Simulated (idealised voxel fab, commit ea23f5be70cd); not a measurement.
Proc. module: voxel capacitor over wiring
The width of the displayed cross-section, cut, is 225 nm; its cells are square, with a size of 5 nm.
Cross-section = grid of square cells, listed top down in bands; band = one or more rows. What a band's entry tells you: where the top is and where the bottom is, as heights in nm, and after that what lies inside, material by material from left to right, each with its width in nm. Empty space is written as the word "blank", and a single material marked with the word "everywhere" occupies the band from edge to edge. Heights are expressed relative to 0, this being the level below which the as-received wafer comprises one material exclusively. The lowest band is unbounded in the downward direction and is denoted as in "from 0 down". You'd read "30->40" like this: the band's top row of cells is as wide as the first number, its bottom row is as wide as the second, and going down, every row changes width by the same amount as the row before did. A step reported as "no change occurred" is a step in which no cell of the cross-section changed. Cavities, sealed: empty space of 8 cells or more with no open way to the top, each as width x height at its distance from the left edge, in nm. On each step's line, the part that comes after the settings is the simulator's own comment on the step. overlay nm: mask right of planned place by this much (step with mask). Neg. = left.

# Process steps - plan
1 RECEIVE with material Si
2 CONFORMAL_DEP with material SiO2, thk nm 10
3 DIRECTIONAL_DEP with material TiN, thk nm 5
4 DIRECTIONAL_DEP with material Ru, thk nm 20
5 PATTERN with tone cover, mask id METAL_1, material resist, width nm 25, pitch nm 85, thk nm 15, overlay nm 0
6 DIRECTIONAL_ETCH with etch materials Ru, depth nm 20
7 DIRECTIONAL_ETCH with etch materials TiN, depth nm 5
8 STRIP with etch materials resist
9 CONFORMAL_DEP with material SiN, thk nm 5
10 FILL_DEP with material SiO2, thk nm 5
11 CMP with height nm 35
12 CONFORMAL_DEP with material SiCN, thk nm 5
13 DIRECTIONAL_DEP with material lowk, thk nm 20
14 DIRECTIONAL_DEP with material aC, thk nm 15
15 PATTERN with tone open, mask id PLUG_1, material resist, width nm 15, thk nm 30, overlay nm 0
16 DIRECTIONAL_ETCH with etch materials aC, depth nm 15
17 STRIP with etch materials resist
18 DIRECTIONAL_ETCH with etch materials lowk, depth nm 20
19 DIRECTIONAL_ETCH with etch materials SiCN, depth nm 5
20 STRIP with etch materials aC
21 CONFORMAL_DEP with material TiN, thk nm 5
22 FILL_DEP with material W, thk nm 5
23 CMP with height nm 60
24 DIRECTIONAL_DEP with material TiN, thk nm 10
25 DIRECTIONAL_DEP with material SiN, thk nm 5
26 DIRECTIONAL_DEP with material TiN, thk nm 10
27 MASKED_ETCH with tone cover, mask id UPPER_PLATE, width nm 65, etch materials TiN, depth nm 10, overlay nm 0
28 MASKED_ETCH with tone cover, mask id UPPER_PLATE, width nm 65, etch materials SiN, depth nm 5, overlay nm 0
29 DIRECTIONAL_DEP with material aC, thk nm 15
30 PATTERN with tone cover, mask id LOWER_PLATE, material resist, width nm 75, thk nm 30, overlay nm 0
31 DIRECTIONAL_ETCH with etch materials aC, depth nm 15
32 STRIP with etch materials resist
33 DIRECTIONAL_ETCH with etch materials TiN, depth nm 10
34 STRIP with etch materials aC
35 FILL_DEP with material SiO2, thk nm 15
36 CMP with height nm 95
37 PATTERN with tone open, mask id PLUG_2, material resist, width nm 15, thk nm 15, overlay nm 0
38 DIRECTIONAL_ETCH with etch materials SiO2, depth nm 10
39 STRIP with etch materials resist
40 CONFORMAL_DEP with material TiN, thk nm 5
41 FILL_DEP with material Cu, thk nm 10
42 CMP with height nm 95
43 CONFORMAL_DEP with material SiCN, thk nm 5

# Shown in cross-section is the wafer as received, that is, as it stands after step 1
from 0 down  Si everywhere
Cavities, sealed: none

# The cross-section shown corresponds to the wafer at the conclusion of the module. The initial structure and the process plan are those presented above; however, one mistake occurred in executing the plan
from 100 to 95  SiCN everywhere
from 95 to 90  SiO2 75, TiN 5, Cu 5, TiN 5, SiO2 135
from 90 to 85  SiO2 75, TiN 15, SiO2 135
from 85 to 75  SiO2 65, TiN 65, SiO2 95
from 75 to 70  SiO2 65, SiN 65, SiO2 95
from 70 to 60  SiO2 60, TiN 75, SiO2 90
from 60 to 55  TiN 70, W 5, TiN 150
from 55 to 40  lowk 65, TiN 5, W 5, TiN 5, lowk 145
from 40 to 35  SiCN 65, TiN 15, SiCN 145
from 35 to 15  SiO2 50, SiN 5, Ru 25, SiN 5, SiO2 50, SiN 5, Ru 25, SiN 5, SiO2 55
from 15 to 10  SiN 55, TiN 25, SiN 60, TiN 25, SiN 60
from 10 to 0  SiO2 everywhere
from 0 down  Si everywhere
Cavities, sealed: none
Run error: for step 13, the planned setting was not used; the step was instead run as DIRECTIONAL_DEP with material lowk, thk nm 15
